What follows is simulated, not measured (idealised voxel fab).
process module | voxel lift off
cross-section cut | 230 nm wide | cells 5 nm
A cross-section is a grid of square cells, given in bands from the top down. A band is one or more rows of cells.
Each band's line starts with the height of the band's top and of its bottom, in nm. Then come its materials from left to right, each with its width in nm. One material with "throughout" fills the band from edge to edge. "air" is empty space.
Height 0 is the level under which the wafer as received is all one material. The lowest band goes on downwards, as in "0 down".
A width such as "30 to 40" changes by the same amount from each row of cells to the next, from the band's top row to its bottom row.
"no change" after a step means that no cell of the cross-section changed.
closed voids: empty space of 8 cells or more with no open way to the top, each as width x height at its distance from the left edge, in nm
after a step's settings: what the simulator itself notes on the step
overlay nm, on a step with a mask: how far to the right of its planned place the mask lay; to the left if negative
plan
1 op RECEIVE | material Si
2 op CONFORMAL_DEP | material SiN | thk nm 15
3 op PATTERN | tone open | mask id LINES | material resist | width nm 25 | pitch nm 55 | thk nm 15 | overlay nm -15
4 op DIRECTIONAL_DEP | material Ru | thk nm 5
5 op STRIP | etch materials resist
6 op CONFORMAL_DEP | material SiO2 | thk nm 10
varied across the wafers: overlay nm of step 3. The plan shows the first wafer's value. All wafers start alike
first wafer as received, after step 1
  0 down: Si throughout
  closed voids: none
first wafer at the end, after step 6
  30 to 25: air 20 | SiO2 45 | air 10 | SiO2 45 | air 10 | SiO2 45 | air 55
  25 to 20: SiO2 throughout
  20 to 15: SiO2 30 | Ru 25 | SiO2 30 | Ru 25 | SiO2 30 | Ru 25 | SiO2 65
  15 to 0: SiN throughout
  0 down: Si throughout
  closed voids: none
last wafer at the end
  30 to 25: air 50 | SiO2 45 | air 10 | SiO2 45 | air 10 | SiO2 45 | air 25
  25 to 20: SiO2 throughout
  20 to 15: SiO2 60 | Ru 25 | SiO2 30 | Ru 25 | SiO2 30 | Ru 25 | SiO2 35
  15 to 0: SiN throughout
  0 down: Si throughout
  closed voids: none
each wafer at the end: cells of each material gained (+) or lost (-) since it was received, then its closed voids
overlay nm -15 | +15 Ru | +138 SiN | +104 SiO2 | closed voids: none
overlay nm -10 | +15 Ru | +138 SiN | +104 SiO2 | closed voids: none
overlay nm -5 | +15 Ru | +138 SiN | +104 SiO2 | closed voids: none
overlay nm 0 | +15 Ru | +138 SiN | +104 SiO2 | closed voids: none
overlay nm 5 | +15 Ru | +138 SiN | +104 SiO2 | closed voids: none
overlay nm 10 | +15 Ru | +138 SiN | +104 SiO2 | closed voids: none
overlay nm 15 | +15 Ru | +138 SiN | +104 SiO2 | closed voids: none
